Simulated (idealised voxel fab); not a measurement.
Process module in this document: voxel self aligned vias
The cross-section on display is named cut; it measures 210 nm wide, and its cells are 5 nm squares.
Cross-section, as written here: a square-cell grid given band by band from the top down, where a band holds one or more rows of cells.
The entry gives the band's vertical extent as a top height and a bottom height in nm, then its horizontal make-up as materials from left to right, each with a width in nm. "empty" stands for empty space; a single material marked "throughout" fills the band edge to edge.
Basically, 0 is our baseline, since under it the wafer straight out of the box is all one material. The bottom band has no lower end and keeps on going down, so it looks like "0 nm and below".
It should be noted that a width expressed as "30..40" varies in equal increments from row to row of cells within the band, taking the value of the first number at the top row and that of the second number at the bottom row.
"no alteration" -> step changed no cross-section cell.
Each empty space that has no open way to the top and spans at least 8 cells appears under "Unvented internal voids" as width x height at distance, the distance counted from the left edge, all in nm.
Read whatever lies past the settings on a step's line as the simulator's own remark about the step.
When a step includes a mask, the "overlay nm" setting on its line states how far to the right of its planned place that mask lay, and negative values state how far to the left.

# List of planned process steps
1,RECEIVE, material Si
2,CONFORMAL_DEP, material SiO2, thk nm 15
3,CONFORMAL_DEP, material SiCN, thk nm 5
4,DIRECTIONAL_DEP, material SiO2, thk nm 30
5,DIRECTIONAL_DEP, material aC, thk nm 15
6,PATTERN, tone open, mask id LINES, material resist, width nm 30, pitch nm 65, thk nm 30, overlay nm 0
7,DIRECTIONAL_ETCH, etch materials aC, depth nm 15
8,STRIP, etch materials resist
9,DIRECTIONAL_ETCH, etch materials SiO2, depth nm 30
10,STRIP, etch materials aC
11,CONFORMAL_DEP, material TiN, thk nm 5
12,FILL_DEP, material W, thk nm 10
13,CMP, height nm 50
14,SELECTIVE_ETCH, etch materials W Ru TiN, depth nm 5
15,FILL_DEP, material SiN, thk nm 10
16,CMP, height nm 50
17,DIRECTIONAL_DEP, material SiO2, thk nm 20
18,PATTERN, tone open, mask id VIAS, material resist, width nm 40, thk nm 15, overlay nm 0
19,DIRECTIONAL_ETCH, etch materials SiO2, depth nm 20
20,DIRECTIONAL_ETCH, etch materials SiN, depth nm 5
21,STRIP, etch materials resist
22,CONFORMAL_DEP, material TiN, thk nm 5
23,FILL_DEP, material Ru, thk nm 10
24,CMP, height nm 70
25,CONFORMAL_DEP, material SiN, thk nm 5

# Incoming wafer, cross-sectional view, post step 1
  0 nm and below | Si throughout
  Unvented internal voids: none

# Module complete - cross-section of the first of two wafers, run according to plan
  75 nm to 70 nm | SiN throughout
  70 nm to 55 nm | SiO2 (50) | TiN (5) | Ru (30) | TiN (5) | SiO2 (120)
  55 nm to 50 nm | SiO2 (50) | TiN (10) | Ru (20) | TiN (10) | SiO2 (120)
  50 nm to 45 nm | SiO2 (55) | TiN (30) | SiO2 (35) | SiN (30) | SiO2 (60)
  45 nm to 25 nm | SiO2 (55) | TiN (5) | W (20) | TiN (5) | SiO2 (35) | TiN (5) | W (20) | TiN (5) | SiO2 (60)
  25 nm to 20 nm | SiO2 (55) | TiN (30) | SiO2 (35) | TiN (30) | SiO2 (60)
  20 nm to 15 nm | SiCN throughout
  15 nm to 0 nm | SiO2 throughout
  0 nm and below | Si throughout
  Unvented internal voids: none

# End of module, second wafer, cross-section. Started like the first, planned like the first, run with one mistake
  75 nm to 70 nm | SiN throughout
  70 nm to 50 nm | SiO2 (50) | TiN (5) | Ru (30) | TiN (5) | SiO2 (120)
  50 nm to 45 nm | SiO2 (50) | TiN (40) | SiO2 (30) | SiN (30) | SiO2 (60)
  45 nm to 30 nm | SiO2 (50) | TiN (10) | W (20) | TiN (10) | SiO2 (30) | TiN (5) | W (20) | TiN (5) | SiO2 (60)
  30 nm to 25 nm | SiO2 (55) | TiN (5) | W (20) | TiN (5) | SiO2 (35) | TiN (5) | W (20) | TiN (5) | SiO2 (60)
  25 nm to 20 nm | SiO2 (55) | TiN (30) | SiO2 (35) | TiN (30) | SiO2 (60)
  20 nm to 15 nm | SiCN throughout
  15 nm to 0 nm | SiO2 throughout
  0 nm and below | Si throughout
  Unvented internal voids: none
Which mistake was made when the wafer was run? execution of plan step 19 occurred twice
Heads up, by the end the second wafer has more or fewer cells of some materials compared to the first: Ru +2 | SiO2 -8 | TiN +6
